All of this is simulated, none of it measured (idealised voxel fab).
Process module heading - voxel spacer lines
In the cross-section labelled cut, the width is 230 nm and each square cell is 5 nm.
In this document a cross-section is written as a grid of square cells. It is given as a series of bands, listed from the top down, and a band is one or more rows of cells. First you get the band's top height and its bottom height, in nm, and then the materials it's made of, left to right, with each width in nm. If you see a single material with "edge to edge", that one covers the band edge to edge. "empty" is empty space. All heights in this document are referenced to 0, defined as the level beneath which the wafer, as received, consists entirely of one material. The lowest band is not bounded below; it extends indefinitely downward and is written in the form "0 down". The notation "30..40" denotes a width that varies across the rows of cells in the band, beginning at the first number in the top row, finishing at the second number in the bottom row, and changing by an identical amount from each row to the next. Reading "nothing altered" for a step: not a cell of the cross-section changed in it. Entry "Closed empty spaces". Content: empty spaces with no open connection to the top, size 8 cells or greater. Each: width x height at distance. Distance: from left edge. Unit: nm. Whatever follows a step's settings on its line is a remark the simulator itself makes about that step. Regarding "overlay nm": on a step with a mask, it is the distance the mask lay to the right of its planned place; a negative value places it to the left.
## The following list gives the planned process steps
1: RECEIVE (material Si)
2: CONFORMAL_DEP (material SiO2; thk nm 5)
3: DIRECTIONAL_DEP (material polySi; thk nm 10)
4: DIRECTIONAL_DEP (material aC; thk nm 20)
5: PATTERN (tone cover; mask id MANDREL; material resist; width nm 20; pitch nm 70; thk nm 25; overlay nm 0)
6: DIRECTIONAL_ETCH (etch materials aC; depth nm 20)
7: STRIP (etch materials resist)
8: CONFORMAL_DEP (material SiN; thk nm 15)
9: DIRECTIONAL_ETCH (etch materials SiN; depth nm 15)
10: STRIP (etch materials aC)
11: DIRECTIONAL_ETCH (etch materials polySi; depth nm 10)
12: STRIP (etch materials SiN)
13: FILL_DEP (material lowk; thk nm 10)
14: CMP (height nm 15)
## Cross-sectional view of the wafer in its as-received condition, corresponding to the state after step 1
> 0 down | Si edge to edge
> Closed empty spaces: none
## Post-module cross-section of the first of two wafers (run per plan)
> 15 to 5 | lowk 55, polySi 15, lowk 20, polySi 15, lowk 20, polySi 15, lowk 20, polySi 15, lowk 55
> 5 to 0 | SiO2 edge to edge
> 0 down | Si edge to edge
> Closed empty spaces: none
## Cross-section, second wafer: same start as the first, same plan as the first, one mistake in running it; taken at the end of the module
> 15 to 10 | SiO2 edge to edge
> 10 to 0 | polySi edge to edge
> 0 down | Si edge to edge
> Closed empty spaces: none
Which mistake was made when the wafer was run? mixed up steps 2 and 3 - ran each in the other's place
Per the end-of-run cell counts, the second wafer holds more or fewer of some materials than the first: lowk -68, polySi +68
